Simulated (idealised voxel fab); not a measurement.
Herein follows the process module entitled voxel self aligned vias.
Xsec cut, 285 nm wide, square cell size 5 nm.
A cross-section is written here as square cells arranged in a grid, and it is given in bands from the top down, each band taking up one or more rows of cells.
Read a band's entry like this: the first values are the height of its top and the height of its bottom in nm, and what follows is the sequence of materials from left to right, each with its width in nm. Note that "blank" is empty space, and that a single material marked "everywhere" reaches across the band from edge to edge.
Heights from 0 (as-received wafer is one material below). Bottom band endless downward, as "0..down".
The notation "30 to 40" denotes a width that varies across the rows of cells in the band, beginning at the first number in the top row, finishing at the second number in the bottom row, and changing by an identical amount from each row to the next.
Basically "no change" means that step didn't change any cell in the cross-section.
"Closed voids list" contains a list of empty spaces, each no smaller than 8 cells and without an open way to the top, written in the form width x height at distance with the distance from the left edge and all three in nm.
On each step's line, the part that comes after the settings is the simulator's own comment on the step.
overlay nm: on a step with a mask, how far right of its planned place the mask lay; negative means left.

Process steps foreseen in the plan:
1. RECEIVE | material Si
2. CONFORMAL_DEP | material SiO2 | thk nm 10
3. CONFORMAL_DEP | material SiCN | thk nm 5
4. DIRECTIONAL_DEP | material SiO2 | thk nm 25
5. PATTERN | tone open | mask id LINES | material resist | width nm 20 | pitch nm 55 | thk nm 15 | overlay nm 0
6. DIRECTIONAL_ETCH | etch materials SiO2 | depth nm 25
7. STRIP | etch materials resist
8. CONFORMAL_DEP | material TiN | thk nm 5
9. FILL_DEP | material Ru | thk nm 5
10. CMP | height nm 40
11. SELECTIVE_ETCH | etch materials W Ru TiN | depth nm 10
12. FILL_DEP | material SiN | thk nm 5
13. CMP | height nm 40
14. DIRECTIONAL_DEP | material SiO2 | thk nm 20
15. PATTERN | tone open | mask id VIAS | material resist | width nm 40 | pitch nm 110 | thk nm 20 | overlay nm 0
16. DIRECTIONAL_ETCH | etch materials SiO2 | depth nm 20
17. DIRECTIONAL_ETCH | etch materials SiN | depth nm 10
18. STRIP | etch materials resist
19. CONFORMAL_DEP | material TiN | thk nm 5
20. FILL_DEP | material Ru | thk nm 5
21. CMP | height nm 60
22. CONFORMAL_DEP | material SiCN | thk nm 5

First wafer, as planned:

This is the cross-section of the wafer as we received it, i.e. after step 1:
> 0..down: Si everywhere
> Closed voids list: none

Cross-section of the wafer subsequent to step 2:
> 10..0: SiO2 everywhere
> No changes below 0.

Cross-section of the wafer subsequent to step 3:
> 15..10: SiCN everywhere
> No changes below 10.

Cross-section of the wafer subsequent to step 4:
> 40..15: SiO2 everywhere
> No changes below 15.

Cross-section of the wafer subsequent to step 5:
> 55..40: resist: 75  blank: 20  resist: 35  blank: 20  resist: 35  blank: 20  resist: 80
> No changes below 40.

Cross-section of the wafer subsequent to step 6:
> 55..40: resist: 75  blank: 20  resist: 35  blank: 20  resist: 35  blank: 20  resist: 80
> 40..15: SiO2: 75  blank: 20  SiO2: 35  blank: 20  SiO2: 35  blank: 20  SiO2: 80
> No changes below 15.

Cross-section of the wafer subsequent to step 7:
> 40..15: SiO2: 75  blank: 20  SiO2: 35  blank: 20  SiO2: 35  blank: 20  SiO2: 80
> No changes below 15.

Cross-section of the wafer subsequent to step 8:
> 45..40: TiN: 80  blank: 10  TiN: 45  blank: 10  TiN: 45  blank: 10  TiN: 85
> 40..20: SiO2: 75  TiN: 5  blank: 10  TiN: 5  SiO2: 35  TiN: 5  blank: 10  TiN: 5  SiO2: 35  TiN: 5  blank: 10  TiN: 5  SiO2: 80
> 20..15: SiO2: 75  TiN: 20  SiO2: 35  TiN: 20  SiO2: 35  TiN: 20  SiO2: 80
> No changes below 15.

Cross-section of the wafer subsequent to step 9:
> 50..45: Ru everywhere
> 45..40: TiN: 80  Ru: 10  TiN: 45  Ru: 10  TiN: 45  Ru: 10  TiN: 85
> 40..20: SiO2: 75  TiN: 5  Ru: 10  TiN: 5  SiO2: 35  TiN: 5  Ru: 10  TiN: 5  SiO2: 35  TiN: 5  Ru: 10  TiN: 5  SiO2: 80
> No changes below 20.

Cross-section of the wafer subsequent to step 10:
> 40..20: SiO2: 75  TiN: 5  Ru: 10  TiN: 5  SiO2: 35  TiN: 5  Ru: 10  TiN: 5  SiO2: 35  TiN: 5  Ru: 10  TiN: 5  SiO2: 80
> No changes below 20.

Cross-section of the wafer subsequent to step 11:
> 40..30: SiO2: 75  blank: 20  SiO2: 35  blank: 20  SiO2: 35  blank: 20  SiO2: 80
> No changes below 30.

Cross-section of the wafer subsequent to step 12:
> 45..40: SiN everywhere
> 40..30: SiO2: 75  SiN: 20  SiO2: 35  SiN: 20  SiO2: 35  SiN: 20  SiO2: 80
> No changes below 30.

Cross-section of the wafer subsequent to step 13:
> 40..30: SiO2: 75  SiN: 20  SiO2: 35  SiN: 20  SiO2: 35  SiN: 20  SiO2: 80
> No changes below 30.

Cross-section of the wafer subsequent to step 14:
> 60..40: SiO2 everywhere
> No changes below 40.

Cross-section of the wafer subsequent to step 15:
> 80..60: resist: 65  blank: 40  resist: 70  blank: 40  resist: 70
> No changes below 60.

Cross-section of the wafer subsequent to step 16:
> 80..60: resist: 65  blank: 40  resist: 70  blank: 40  resist: 70
> 60..40: SiO2: 65  blank: 40  SiO2: 70  blank: 40  SiO2: 70
> No changes below 40.

Cross-section of the wafer subsequent to step 17:
> 80..60: resist: 65  blank: 40  resist: 70  blank: 40  resist: 70
> 60..40: SiO2: 65  blank: 40  SiO2: 70  blank: 40  SiO2: 70
> 40..30: SiO2: 75  blank: 20  SiO2: 35  SiN: 20  SiO2: 35  blank: 20  SiO2: 80
> No changes below 30.

Cross-section of the wafer subsequent to step 18:
> 60..40: SiO2: 65  blank: 40  SiO2: 70  blank: 40  SiO2: 70
> No changes below 40.

Cross-section of the wafer subsequent to step 19:
> 65..60: TiN: 70  blank: 30  TiN: 80  blank: 30  TiN: 75
> 60..45: SiO2: 65  TiN: 5  blank: 30  TiN: 5  SiO2: 70  TiN: 5  blank: 30  TiN: 5  SiO2: 70
> 45..40: SiO2: 65  TiN: 15  blank: 10  TiN: 15  SiO2: 70  TiN: 15  blank: 10  TiN: 15  SiO2: 70
> 40..35: SiO2: 75  TiN: 5  blank: 10  TiN: 5  SiO2: 35  SiN: 20  SiO2: 35  TiN: 5  blank: 10  TiN: 5  SiO2: 80
> 35..30: SiO2: 75  TiN: 20  SiO2: 35  SiN: 20  SiO2: 35  TiN: 20  SiO2: 80
> No changes below 30.

Cross-section of the wafer subsequent to step 20:
> 70..65: Ru everywhere
> 65..60: TiN: 70  Ru: 30  TiN: 80  Ru: 30  TiN: 75
> 60..45: SiO2: 65  TiN: 5  Ru: 30  TiN: 5  SiO2: 70  TiN: 5  Ru: 30  TiN: 5  SiO2: 70
> 45..40: SiO2: 65  TiN: 15  Ru: 10  TiN: 15  SiO2: 70  TiN: 15  Ru: 10  TiN: 15  SiO2: 70
> 40..35: SiO2: 75  TiN: 5  Ru: 10  TiN: 5  SiO2: 35  SiN: 20  SiO2: 35  TiN: 5  Ru: 10  TiN: 5  SiO2: 80
> No changes below 35.

Cross-section of the wafer subsequent to step 21:
> 60..45: SiO2: 65  TiN: 5  Ru: 30  TiN: 5  SiO2: 70  TiN: 5  Ru: 30  TiN: 5  SiO2: 70
> No changes below 45.

Cross-section of the wafer subsequent to step 22:
> 65..60: SiCN everywhere
> No changes below 60.

What follows concerns the second wafer, which started out like the first and was meant to follow the very same plan; one mistake crept in when it was run, but everything up to and including step 10 is the same as for the first wafer:

Cross-section of the second wafer at the time by which step 11 should have been completed according to the plan:
> 40..30: SiO2: 75  blank: 5  Ru: 10  blank: 5  SiO2: 35  blank: 5  Ru: 10  blank: 5  SiO2: 35  blank: 5  Ru: 10  blank: 5  SiO2: 80
> No changes below 30.

Cross-section of the second wafer at the time by which step 12 should have been completed according to the plan:
> 45..40: SiN everywhere
> 40..30: SiO2: 75  SiN: 5  Ru: 10  SiN: 5  SiO2: 35  SiN: 5  Ru: 10  SiN: 5  SiO2: 35  SiN: 5  Ru: 10  SiN: 5  SiO2: 80
> No changes below 30.

Cross-section of the second wafer at the time by which step 13 should have been completed according to the plan:
> 40..30: SiO2: 75  SiN: 5  Ru: 10  SiN: 5  SiO2: 35  SiN: 5  Ru: 10  SiN: 5  SiO2: 35  SiN: 5  Ru: 10  SiN: 5  SiO2: 80
> No changes below 30.

Cross-section of the second wafer at the time by which step 14 should have been completed according to the plan:
> 60..40: SiO2 everywhere
> No changes below 40.

Cross-section of the second wafer at the time by which step 15 should have been completed according to the plan:
> 80..60: resist: 65  blank: 40  resist: 70  blank: 40  resist: 70
> No changes below 60.

Cross-section of the second wafer at the time by which step 16 should have been completed according to the plan:
> 80..60: resist: 65  blank: 40  resist: 70  blank: 40  resist: 70
> 60..40: SiO2: 65  blank: 40  SiO2: 70  blank: 40  SiO2: 70
> No changes below 40.

Cross-section of the second wafer at the time by which step 17 should have been completed according to the plan:
> 80..60: resist: 65  blank: 40  resist: 70  blank: 40  resist: 70
> 60..40: SiO2: 65  blank: 40  SiO2: 70  blank: 40  SiO2: 70
> 40..30: SiO2: 75  blank: 5  Ru: 10  blank: 5  SiO2: 35  SiN: 5  Ru: 10  SiN: 5  SiO2: 35  blank: 5  Ru: 10  blank: 5  SiO2: 80
> No changes below 30.

Cross-section of the second wafer at the time by which step 18 should have been completed according to the plan:
> 60..40: SiO2: 65  blank: 40  SiO2: 70  blank: 40  SiO2: 70
> No changes below 40.

Cross-section of the second wafer at the time by which step 19 should have been completed according to the plan:
> 65..60: TiN: 70  blank: 30  TiN: 80  blank: 30  TiN: 75
> 60..45: SiO2: 65  TiN: 5  blank: 30  TiN: 5  SiO2: 70  TiN: 5  blank: 30  TiN: 5  SiO2: 70
> 45..40: SiO2: 65  TiN: 40  SiO2: 70  TiN: 40  SiO2: 70
> 40..30: SiO2: 75  TiN: 5  Ru: 10  TiN: 5  SiO2: 35  SiN: 5  Ru: 10  SiN: 5  SiO2: 35  TiN: 5  Ru: 10  TiN: 5  SiO2: 80
> No changes below 30.

Cross-section of the second wafer at the time by which step 20 should have been completed according to the plan:
> 70..65: Ru everywhere
> 65..60: TiN: 70  Ru: 30  TiN: 80  Ru: 30  TiN: 75
> 60..45: SiO2: 65  TiN: 5  Ru: 30  TiN: 5  SiO2: 70  TiN: 5  Ru: 30  TiN: 5  SiO2: 70
> No changes below 45.

Cross-section of the second wafer at the time by which step 21 should have been completed according to the plan:
> 60..45: SiO2: 65  TiN: 5  Ru: 30  TiN: 5  SiO2: 70  TiN: 5  Ru: 30  TiN: 5  SiO2: 70
> No changes below 45.

Cross-section of the second wafer at the time by which step 22 should have been completed according to the plan:
> 65..60: SiCN everywhere
> No changes below 60.
The mistake made against the process plan was this: step 11 ran differently from the plan; actual operation with settings: SELECTIVE_ETCH | etch materials TiN | depth nm 10
Final tally in cells, some materials are higher or lower on the second wafer than on the first: Ru: 4 more, SiN: 4 fewer
